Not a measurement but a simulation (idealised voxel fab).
This section sets out a process module, namely voxel released beams.
In the cross-section labelled cut, the width is 210 nm and each square cell is 5 nm.
Cross-section = grid of square cells, listed top down in bands; band = one or more rows.
Band: top and bottom heights (nm) first, top before bottom; then materials from left to right, widths in nm. "edge to edge" marks a sole material filling the band edge to edge. "air" denotes empty space.
Height 0 is the level under which the wafer as received is all one material. The lowest band goes on downwards, as in "0 nm and below".
The two numbers in a width such as "30->40" mark its ends across the band: the first belongs to the top row of cells, the second to the bottom row, and from each row to the next the width moves by the same amount.
Step note "stayed the same" = no cross-section cell changed.
Each empty space that has no open way to the top and spans at least 8 cells appears under "Enclosed cavities" as width x height at distance, the distance counted from the left edge, all in nm.
Formally, on a step line, whatever follows the settings is a remark that the simulator itself makes on the step.
What "overlay nm" on a step's line means: if the step has a mask, that mask lay this far to the right of its planned place, or, when the value is negative, to the left.

# So here's the lineup of process steps we planned
- 1: RECEIVE (material Si)
- 2: CONFORMAL_DEP (material SiN; thk nm 5)
- 3: DIRECTIONAL_DEP (material SiO2; thk nm 10)
- 4: DIRECTIONAL_DEP (material aC; thk nm 15)
- 5: PATTERN (tone open; mask id ANCHOR; material resist; width nm 35; thk nm 35; overlay nm 0)
- 6: DIRECTIONAL_ETCH (etch materials aC; depth nm 15)
- 7: STRIP (etch materials resist)
- 8: DIRECTIONAL_ETCH (etch materials SiO2; depth nm 10)
- 9: STRIP (etch materials aC)
- 10: CONFORMAL_DEP (material W; thk nm 15)
- 11: DIRECTIONAL_DEP (material aC; thk nm 15)
- 12: PATTERN (tone cover; mask id BEAM; material resist; width nm 120; thk nm 30; overlay nm 0)
- 13: DIRECTIONAL_ETCH (etch materials aC; depth nm 15)
- 14: STRIP (etch materials resist)
- 15: DIRECTIONAL_ETCH (etch materials W; depth nm 15)
- 16: STRIP (etch materials aC)
- 17: STRIP (etch materials SiO2)

# Here's what the wafer looked like in cross-section when it arrived - that's after step 1
- 0 nm and below: Si edge to edge
- Enclosed cavities: none

# Looking at the first of two wafers in cross-section at end of module - ran to plan
- 30 nm to 20 nm: 40 air | 20 W | 5 air | 95 W | 50 air
- 20 nm to 15 nm: 40 air | 120 W | 50 air
- 15 nm to 5 nm: 45 air | 35 W | 130 air
- 5 nm to 0 nm: SiN edge to edge
- 0 nm and below: Si edge to edge
- Enclosed cavities: none

# Second wafer of the two, sectioned at the end of the module. It began like the first and followed the same plan, but one mistake was made while running it
- 30 nm to 20 nm: 40 air | 55 W | 115 air
- 20 nm to 15 nm: 40 air | 120 W | 50 air
- 15 nm to 5 nm: 30 air | 15 W | 35 SiO2 | 80 W | 50 air
- 5 nm to 0 nm: SiN edge to edge
- 0 nm and below: Si edge to edge
- Enclosed cavities: none
Run error: planned and actual differ for step 5; actual: PATTERN (tone cover; mask id ANCHOR; material resist; width nm 35; thk nm 35; overlay nm 0)
Counted in cells at the end, the second wafer holds more or fewer of these materials than the first: 14 more of SiO2
